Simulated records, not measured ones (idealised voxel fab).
Presented below is a process module, voxel gate over fins.
Section shown: cut. Width: 250 nm. Cell size: 5 nm, square.
Cross-section format: a grid of square cells, given as bands from top to bottom; each band is one or more rows of cells.
First you get the band's top height and its bottom height, in nm, and then the materials it's made of, left to right, with each width in nm. If you see a single material with "all across", that one covers the band edge to edge. "blank" is empty space.
Basically, 0 is our baseline, since under it the wafer straight out of the box is all one material. The bottom band has no lower end and keeps on going down, so it looks like "0 nm and below".
Graded width ("30 to 40"): value in top row of band = first number; value in bottom row = second number; row-to-row change constant.
"remained the same" means the step left every cell of the cross-section as it was.
Empty spaces counting at least 8 cells and having no open way to the top are listed in "Enclosed void inventory". The notation width x height at distance is used for each, the distance being from the left edge and all three values in nm.
On each step's line, the part that comes after the settings is the simulator's own comment on the step.
Regarding "overlay nm": on a step with a mask, it is the distance the mask lay to the right of its planned place; a negative value places it to the left.

The process steps that were planned are listed below:
step 1: RECEIVE,material Si
step 2: CONFORMAL_DEP,material SiN,thk nm 10
step 3: PATTERN,tone cover,mask id FINS,material resist,width nm 15,pitch nm 50,thk nm 20,overlay nm 0
step 4: DIRECTIONAL_ETCH,etch materials SiN,depth nm 10
step 5: DIRECTIONAL_ETCH,etch materials Si,depth nm 30
step 6: STRIP,etch materials resist
step 7: FILL_DEP,material SiO2,thk nm 5
step 8: CMP,height nm 10
step 9: MASKED_ETCH,tone open,mask id RAIL,width nm 15,etch materials SiO2,depth nm 35,overlay nm 0
step 10: CONFORMAL_DEP,material TiN,thk nm 5
step 11: FILL_DEP,material W,thk nm 10
step 12: CMP,height nm 10
step 13: SELECTIVE_ETCH,etch materials W Ru TiN,depth nm 30
step 14: FILL_DEP,material SiO2,thk nm 5
step 15: CMP,height nm 10
step 16: SELECTIVE_ETCH,etch materials SiO2,depth nm 25
step 17: STRIP,etch materials SiN
step 18: CONFORMAL_DEP,material HfO2,thk nm 5
step 19: CONFORMAL_DEP,material TiN,thk nm 5
step 20: CONFORMAL_DEP,material TiAl,thk nm 5
step 21: CONFORMAL_DEP,material TiN,thk nm 5
step 22: FILL_DEP,material W,thk nm 15
step 23: CMP,height nm 30
step 24: CONFORMAL_DEP,material SiCN,thk nm 5

Concerning the first of two wafers, which was run in accordance with the plan:

Here's what the wafer looked like in cross-section when it arrived - that's after step 1:
0 nm and below | Si all across
Enclosed void inventory: none

So this is the wafer cross-section right after step 2:
10 nm to 0 nm | SiN all across
Rest of section, below 0: as before.

So this is the wafer cross-section right after step 3:
30 nm to 10 nm | blank: 65; resist: 15; blank: 35; resist: 15; blank: 35; resist: 15; blank: 70
Rest of section, below 10: as before.

So this is the wafer cross-section right after step 4:
30 nm to 10 nm | blank: 65; resist: 15; blank: 35; resist: 15; blank: 35; resist: 15; blank: 70
10 nm to 0 nm | blank: 65; SiN: 15; blank: 35; SiN: 15; blank: 35; SiN: 15; blank: 70
Rest of section, below 0: as before.

So this is the wafer cross-section right after step 5:
30 nm to 10 nm | blank: 65; resist: 15; blank: 35; resist: 15; blank: 35; resist: 15; blank: 70
10 nm to 0 nm | blank: 65; SiN: 15; blank: 35; SiN: 15; blank: 35; SiN: 15; blank: 70
0 nm to -30 nm | blank: 65; Si: 15; blank: 35; Si: 15; blank: 35; Si: 15; blank: 70
Rest of section, below -30: as before.

So this is the wafer cross-section right after step 6:
10 nm to 0 nm | blank: 65; SiN: 15; blank: 35; SiN: 15; blank: 35; SiN: 15; blank: 70
Rest of section, below 0: as before.

So this is the wafer cross-section right after step 7:
15 nm to 10 nm | SiO2 all across
10 nm to 0 nm | SiO2: 65; SiN: 15; SiO2: 35; SiN: 15; SiO2: 35; SiN: 15; SiO2: 70
0 nm to -30 nm | SiO2: 65; Si: 15; SiO2: 35; Si: 15; SiO2: 35; Si: 15; SiO2: 70
Rest of section, below -30: as before.

So this is the wafer cross-section right after step 8:
10 nm to 0 nm | SiO2: 65; SiN: 15; SiO2: 35; SiN: 15; SiO2: 35; SiN: 15; SiO2: 70
Rest of section, below 0: as before.

So this is the wafer cross-section right after step 9:
10 nm to 0 nm | SiO2: 65; SiN: 15; SiO2: 10; blank: 15; SiO2: 10; SiN: 15; SiO2: 35; SiN: 15; SiO2: 70
0 nm to -25 nm | SiO2: 65; Si: 15; SiO2: 10; blank: 15; SiO2: 10; Si: 15; SiO2: 35; Si: 15; SiO2: 70
Rest of section, below -25: as before.

So this is the wafer cross-section right after step 10:
15 nm to 10 nm | TiN: 95; blank: 5; TiN: 150
10 nm to 0 nm | SiO2: 65; SiN: 15; SiO2: 10; TiN: 5; blank: 5; TiN: 5; SiO2: 10; SiN: 15; SiO2: 35; SiN: 15; SiO2: 70
0 nm to -20 nm | SiO2: 65; Si: 15; SiO2: 10; TiN: 5; blank: 5; TiN: 5; SiO2: 10; Si: 15; SiO2: 35; Si: 15; SiO2: 70
-20 nm to -25 nm | SiO2: 65; Si: 15; SiO2: 10; TiN: 15; SiO2: 10; Si: 15; SiO2: 35; Si: 15; SiO2: 70
Rest of section, below -25: as before.

So this is the wafer cross-section right after step 11:
25 nm to 15 nm | W all across
15 nm to 10 nm | TiN: 95; W: 5; TiN: 150
10 nm to 0 nm | SiO2: 65; SiN: 15; SiO2: 10; TiN: 5; W: 5; TiN: 5; SiO2: 10; SiN: 15; SiO2: 35; SiN: 15; SiO2: 70
0 nm to -20 nm | SiO2: 65; Si: 15; SiO2: 10; TiN: 5; W: 5; TiN: 5; SiO2: 10; Si: 15; SiO2: 35; Si: 15; SiO2: 70
Rest of section, below -20: as before.

So this is the wafer cross-section right after step 12:
10 nm to 0 nm | SiO2: 65; SiN: 15; SiO2: 10; TiN: 5; W: 5; TiN: 5; SiO2: 10; SiN: 15; SiO2: 35; SiN: 15; SiO2: 70
Rest of section, below 0: as before.

So this is the wafer cross-section right after step 13:
10 nm to 0 nm | SiO2: 65; SiN: 15; SiO2: 10; blank: 15; SiO2: 10; SiN: 15; SiO2: 35; SiN: 15; SiO2: 70
0 nm to -20 nm | SiO2: 65; Si: 15; SiO2: 10; blank: 15; SiO2: 10; Si: 15; SiO2: 35; Si: 15; SiO2: 70
Rest of section, below -20: as before.

So this is the wafer cross-section right after step 14:
15 nm to 10 nm | SiO2 all across
10 nm to 0 nm | SiO2: 65; SiN: 15; SiO2: 35; SiN: 15; SiO2: 35; SiN: 15; SiO2: 70
0 nm to -20 nm | SiO2: 65; Si: 15; SiO2: 35; Si: 15; SiO2: 35; Si: 15; SiO2: 70
Rest of section, below -20: as before.

So this is the wafer cross-section right after step 15:
10 nm to 0 nm | SiO2: 65; SiN: 15; SiO2: 35; SiN: 15; SiO2: 35; SiN: 15; SiO2: 70
Rest of section, below 0: as before.

So this is the wafer cross-section right after step 16:
10 nm to 0 nm | blank: 65; SiN: 15; blank: 35; SiN: 15; blank: 35; SiN: 15; blank: 70
0 nm to -15 nm | blank: 65; Si: 15; blank: 35; Si: 15; blank: 35; Si: 15; blank: 70
Rest of section, below -15: as before.

So this is the wafer cross-section right after step 17:
0 nm to -15 nm | blank: 65; Si: 15; blank: 35; Si: 15; blank: 35; Si: 15; blank: 70
Rest of section, below -15: as before.

So this is the wafer cross-section right after step 18:
5 nm to 0 nm | blank: 60; HfO2: 25; blank: 25; HfO2: 25; blank: 25; HfO2: 25; blank: 65
0 nm to -10 nm | blank: 60; HfO2: 5; Si: 15; HfO2: 5; blank: 25; HfO2: 5; Si: 15; HfO2: 5; blank: 25; HfO2: 5; Si: 15; HfO2: 5; blank: 65
-10 nm to -15 nm | HfO2: 65; Si: 15; HfO2: 35; Si: 15; HfO2: 35; Si: 15; HfO2: 70
Rest of section, below -15: as before.

So this is the wafer cross-section right after step 19:
10 nm to 5 nm | blank: 55; TiN: 35; blank: 15; TiN: 35; blank: 15; TiN: 35; blank: 60
5 nm to 0 nm | blank: 55; TiN: 5; HfO2: 25; TiN: 5; blank: 15; TiN: 5; HfO2: 25; TiN: 5; blank: 15; TiN: 5; HfO2: 25; TiN: 5; blank: 60
0 nm to -5 nm | blank: 55; TiN: 5; HfO2: 5; Si: 15; HfO2: 5; TiN: 5; blank: 15; TiN: 5; HfO2: 5; Si: 15; HfO2: 5; TiN: 5; blank: 15; TiN: 5; HfO2: 5; Si: 15; HfO2: 5; TiN: 5; blank: 60
-5 nm to -10 nm | TiN: 60; HfO2: 5; Si: 15; HfO2: 5; TiN: 25; HfO2: 5; Si: 15; HfO2: 5; TiN: 25; HfO2: 5; Si: 15; HfO2: 5; TiN: 65
Rest of section, below -10: as before.

So this is the wafer cross-section right after step 20:
15 nm to 10 nm | blank: 50; TiAl: 45; blank: 5; TiAl: 45; blank: 5; TiAl: 45; blank: 55
10 nm to 5 nm | blank: 50; TiAl: 5; TiN: 35; TiAl: 5; blank: 5; TiAl: 5; TiN: 35; TiAl: 5; blank: 5; TiAl: 5; TiN: 35; TiAl: 5; blank: 55
5 nm to 0 nm | blank: 50; TiAl: 5; TiN: 5; HfO2: 25; TiN: 5; TiAl: 5; blank: 5; TiAl: 5; TiN: 5; HfO2: 25; TiN: 5; TiAl: 5; blank: 5; TiAl: 5; TiN: 5; HfO2: 25; TiN: 5; TiAl: 5; blank: 55
0 nm to -5 nm | TiAl: 55; TiN: 5; HfO2: 5; Si: 15; HfO2: 5; TiN: 5; TiAl: 15; TiN: 5; HfO2: 5; Si: 15; HfO2: 5; TiN: 5; TiAl: 15; TiN: 5; HfO2: 5; Si: 15; HfO2: 5; TiN: 5; TiAl: 60
Rest of section, below -5: as before.

So this is the wafer cross-section right after step 21:
20 nm to 15 nm | blank: 45; TiN: 155; blank: 50
15 nm to 10 nm | blank: 45; TiN: 5; TiAl: 45; TiN: 5; TiAl: 45; TiN: 5; TiAl: 45; TiN: 5; blank: 50
10 nm to 5 nm | blank: 45; TiN: 5; TiAl: 5; TiN: 35; TiAl: 5; TiN: 5; TiAl: 5; TiN: 35; TiAl: 5; TiN: 5; TiAl: 5; TiN: 35; TiAl: 5; TiN: 5; blank: 50
5 nm to 0 nm | TiN: 50; TiAl: 5; TiN: 5; HfO2: 25; TiN: 5; TiAl: 5; TiN: 5; TiAl: 5; TiN: 5; HfO2: 25; TiN: 5; TiAl: 5; TiN: 5; TiAl: 5; TiN: 5; HfO2: 25; TiN: 5; TiAl: 5; TiN: 55
Rest of section, below 0: as before.

So this is the wafer cross-section right after step 22:
35 nm to 20 nm | W all across
20 nm to 15 nm | W: 45; TiN: 155; W: 50
15 nm to 10 nm | W: 45; TiN: 5; TiAl: 45; TiN: 5; TiAl: 45; TiN: 5; TiAl: 45; TiN: 5; W: 50
10 nm to 5 nm | W: 45; TiN: 5; TiAl: 5; TiN: 35; TiAl: 5; TiN: 5; TiAl: 5; TiN: 35; TiAl: 5; TiN: 5; TiAl: 5; TiN: 35; TiAl: 5; TiN: 5; W: 50
Rest of section, below 5: as before.

So this is the wafer cross-section right after step 23:
30 nm to 20 nm | W all across
Rest of section, below 20: as before.

So this is the wafer cross-section right after step 24:
35 nm to 30 nm | SiCN all across
Rest of section, below 30: as before.

Wafer two of the pair: same origin, same plan, one error during the run; identical to wafer one up to and including step 8:

What the second wafer looks like in cross-section when step 9 should have wrapped up:
10 nm to 0 nm | SiO2: 65; SiN: 15; SiO2: 5; blank: 15; SiO2: 15; SiN: 15; SiO2: 35; SiN: 15; SiO2: 70
0 nm to -25 nm | SiO2: 65; Si: 15; SiO2: 5; blank: 15; SiO2: 15; Si: 15; SiO2: 35; Si: 15; SiO2: 70
Rest of section, below -25: as before.

What the second wafer looks like in cross-section when step 10 should have wrapped up:
15 nm to 10 nm | TiN: 90; blank: 5; TiN: 155
10 nm to 0 nm | SiO2: 65; SiN: 15; SiO2: 5; TiN: 5; blank: 5; TiN: 5; SiO2: 15; SiN: 15; SiO2: 35; SiN: 15; SiO2: 70
0 nm to -20 nm | SiO2: 65; Si: 15; SiO2: 5; TiN: 5; blank: 5; TiN: 5; SiO2: 15; Si: 15; SiO2: 35; Si: 15; SiO2: 70
-20 nm to -25 nm | SiO2: 65; Si: 15; SiO2: 5; TiN: 15; SiO2: 15; Si: 15; SiO2: 35; Si: 15; SiO2: 70
Rest of section, below -25: as before.

What the second wafer looks like in cross-section when step 11 should have wrapped up:
25 nm to 15 nm | W all across
15 nm to 10 nm | TiN: 90; W: 5; TiN: 155
10 nm to 0 nm | SiO2: 65; SiN: 15; SiO2: 5; TiN: 5; W: 5; TiN: 5; SiO2: 15; SiN: 15; SiO2: 35; SiN: 15; SiO2: 70
0 nm to -20 nm | SiO2: 65; Si: 15; SiO2: 5; TiN: 5; W: 5; TiN: 5; SiO2: 15; Si: 15; SiO2: 35; Si: 15; SiO2: 70
Rest of section, below -20: as before.

What the second wafer looks like in cross-section when step 12 should have wrapped up:
10 nm to 0 nm | SiO2: 65; SiN: 15; SiO2: 5; TiN: 5; W: 5; TiN: 5; SiO2: 15; SiN: 15; SiO2: 35; SiN: 15; SiO2: 70
Rest of section, below 0: as before.

What the second wafer looks like in cross-section when step 13 should have wrapped up:
10 nm to 0 nm | SiO2: 65; SiN: 15; SiO2: 5; blank: 15; SiO2: 15; SiN: 15; SiO2: 35; SiN: 15; SiO2: 70
0 nm to -20 nm | SiO2: 65; Si: 15; SiO2: 5; blank: 15; SiO2: 15; Si: 15; SiO2: 35; Si: 15; SiO2: 70
Rest of section, below -20: as before.

What the second wafer looks like in cross-section when step 14 should have wrapped up:
15 nm to 10 nm | SiO2 all across
10 nm to 0 nm | SiO2: 65; SiN: 15; SiO2: 35; SiN: 15; SiO2: 35; SiN: 15; SiO2: 70
0 nm to -20 nm | SiO2: 65; Si: 15; SiO2: 35; Si: 15; SiO2: 35; Si: 15; SiO2: 70
Rest of section, below -20: as before.

What the second wafer looks like in cross-section when step 15 should have wrapped up:
10 nm to 0 nm | SiO2: 65; SiN: 15; SiO2: 35; SiN: 15; SiO2: 35; SiN: 15; SiO2: 70
Rest of section, below 0: as before.

What the second wafer looks like in cross-section when step 16 should have wrapped up:
10 nm to 0 nm | blank: 65; SiN: 15; blank: 35; SiN: 15; blank: 35; SiN: 15; blank: 70
0 nm to -15 nm | blank: 65; Si: 15; blank: 35; Si: 15; blank: 35; Si: 15; blank: 70
Rest of section, below -15: as before.

What the second wafer looks like in cross-section when step 17 should have wrapped up:
0 nm to -15 nm | blank: 65; Si: 15; blank: 35; Si: 15; blank: 35; Si: 15; blank: 70
Rest of section, below -15: as before.

What the second wafer looks like in cross-section when step 18 should have wrapped up:
5 nm to 0 nm | blank: 60; HfO2: 25; blank: 25; HfO2: 25; blank: 25; HfO2: 25; blank: 65
0 nm to -10 nm | blank: 60; HfO2: 5; Si: 15; HfO2: 5; blank: 25; HfO2: 5; Si: 15; HfO2: 5; blank: 25; HfO2: 5; Si: 15; HfO2: 5; blank: 65
-10 nm to -15 nm | HfO2: 65; Si: 15; HfO2: 35; Si: 15; HfO2: 35; Si: 15; HfO2: 70
Rest of section, below -15: as before.

What the second wafer looks like in cross-section when step 19 should have wrapped up:
10 nm to 5 nm | blank: 55; TiN: 35; blank: 15; TiN: 35; blank: 15; TiN: 35; blank: 60
5 nm to 0 nm | blank: 55; TiN: 5; HfO2: 25; TiN: 5; blank: 15; TiN: 5; HfO2: 25; TiN: 5; blank: 15; TiN: 5; HfO2: 25; TiN: 5; blank: 60
0 nm to -5 nm | blank: 55; TiN: 5; HfO2: 5; Si: 15; HfO2: 5; TiN: 5; blank: 15; TiN: 5; HfO2: 5; Si: 15; HfO2: 5; TiN: 5; blank: 15; TiN: 5; HfO2: 5; Si: 15; HfO2: 5; TiN: 5; blank: 60
-5 nm to -10 nm | TiN: 60; HfO2: 5; Si: 15; HfO2: 5; TiN: 25; HfO2: 5; Si: 15; HfO2: 5; TiN: 25; HfO2: 5; Si: 15; HfO2: 5; TiN: 65
Rest of section, below -10: as before.

What the second wafer looks like in cross-section when step 20 should have wrapped up:
15 nm to 10 nm | blank: 50; TiAl: 45; blank: 5; TiAl: 45; blank: 5; TiAl: 45; blank: 55
10 nm to 5 nm | blank: 50; TiAl: 5; TiN: 35; TiAl: 5; blank: 5; TiAl: 5; TiN: 35; TiAl: 5; blank: 5; TiAl: 5; TiN: 35; TiAl: 5; blank: 55
5 nm to 0 nm | blank: 50; TiAl: 5; TiN: 5; HfO2: 25; TiN: 5; TiAl: 5; blank: 5; TiAl: 5; TiN: 5; HfO2: 25; TiN: 5; TiAl: 5; blank: 5; TiAl: 5; TiN: 5; HfO2: 25; TiN: 5; TiAl: 5; blank: 55
0 nm to -5 nm | TiAl: 55; TiN: 5; HfO2: 5; Si: 15; HfO2: 5; TiN: 5; TiAl: 15; TiN: 5; HfO2: 5; Si: 15; HfO2: 5; TiN: 5; TiAl: 15; TiN: 5; HfO2: 5; Si: 15; HfO2: 5; TiN: 5; TiAl: 60
Rest of section, below -5: as before.

What the second wafer looks like in cross-section when step 21 should have wrapped up:
20 nm to 15 nm | blank: 45; TiN: 155; blank: 50
15 nm to 10 nm | blank: 45; TiN: 5; TiAl: 45; TiN: 5; TiAl: 45; TiN: 5; TiAl: 45; TiN: 5; blank: 50
10 nm to 5 nm | blank: 45; TiN: 5; TiAl: 5; TiN: 35; TiAl: 5; TiN: 5; TiAl: 5; TiN: 35; TiAl: 5; TiN: 5; TiAl: 5; TiN: 35; TiAl: 5; TiN: 5; blank: 50
5 nm to 0 nm | TiN: 50; TiAl: 5; TiN: 5; HfO2: 25; TiN: 5; TiAl: 5; TiN: 5; TiAl: 5; TiN: 5; HfO2: 25; TiN: 5; TiAl: 5; TiN: 5; TiAl: 5; TiN: 5; HfO2: 25; TiN: 5; TiAl: 5; TiN: 55
Rest of section, below 0: as before.

What the second wafer looks like in cross-section when step 22 should have wrapped up:
35 nm to 20 nm | W all across
20 nm to 15 nm | W: 45; TiN: 155; W: 50
15 nm to 10 nm | W: 45; TiN: 5; TiAl: 45; TiN: 5; TiAl: 45; TiN: 5; TiAl: 45; TiN: 5; W: 50
10 nm to 5 nm | W: 45; TiN: 5; TiAl: 5; TiN: 35; TiAl: 5; TiN: 5; TiAl: 5; TiN: 35; TiAl: 5; TiN: 5; TiAl: 5; TiN: 35; TiAl: 5; TiN: 5; W: 50
Rest of section, below 5: as before.

What the second wafer looks like in cross-section when step 23 should have wrapped up:
30 nm to 20 nm | W all across
Rest of section, below 20: as before.

What the second wafer looks like in cross-section when step 24 should have wrapped up:
35 nm to 30 nm | SiCN all across
Rest of section, below 30: as before.
Deviation from plan: so step 9 ended up running with a different setting than we planned, it ran as MASKED_ETCH,tone open,mask id RAIL,width nm 15,etch materials SiO2,depth nm 35,overlay nm -5
The two final wafers agree on how many cells each material fills and disagree on which cells those are.
